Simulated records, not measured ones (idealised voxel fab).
The document below concerns the process module designated voxel lift off.
Section shown: cut. Width: 285 nm. Cell size: 5 nm, square.
Format of a cross-section: grid, square cells. Given as bands. Order: top down. Band: one or more rows of cells.
For a band, the entry starts with two heights in nm, that of the top and then that of the bottom, and carries on with the band's materials in order from left to right, each alongside its width in nm; the word "throughout" beside a single material means it fills the band edge to edge, and "air" means empty space.
Convention: height 0 is the level below which the wafer, as received, is all one material. The lowest band does not terminate at the bottom but continues downward, represented as "z 0 and below".
So if you see something like "30->40" for the width, read it as the top row of the band sitting at the first number and the bottom row at the second, with every row in between moving by the same amount as the last.
"left unchanged" -> step changed no cross-section cell.
"Completely enclosed voids" contains a list of empty spaces, each no smaller than 8 cells and without an open way to the top, written in the form width x height at distance with the distance from the left edge and all three in nm.
Formally, on a step line, whatever follows the settings is a remark that the simulator itself makes on the step.
The "overlay nm" setting may appear on a step's line; for a step that uses a mask, it gives how far to the right of its planned position the mask lay, and a negative value indicates the left.

-- The process steps that were planned are listed below
1: RECEIVE (material Si)
2: CONFORMAL_DEP (material SiO2; thk nm 10)
3: PATTERN (tone open; mask id LINES; material resist; width nm 25; pitch nm 40; thk nm 20; overlay nm 0)
4: DIRECTIONAL_DEP (material Ru; thk nm 5)
5: STRIP (etch materials resist)
6: CONFORMAL_DEP (material SiN; thk nm 10)

-- Shown in cross-section is the wafer as received, that is, as it stands after step 1
* z 0 and below: Si throughout
* Completely enclosed voids: none

-- What the wafer looks like in cross-section after this module, when it starts as shown above and follows the plan above but one mistake is made in running it
* z 25 to 20: air 105, SiN 35, air 5, SiN 35, air 105
* z 20 to 15: SiN throughout
* z 15 to 10: SiN 115, Ru 15, SiN 25, Ru 15, SiN 115
* z 10 to 0: SiO2 throughout
* z 0 and below: Si throughout
* Completely enclosed voids: none
What broke from the plan during processing? heads up, step 3 didn't go per plan, it actually ran as PATTERN (tone open; mask id LINES; material resist; width nm 15; pitch nm 40; thk nm 20; overlay nm 0)
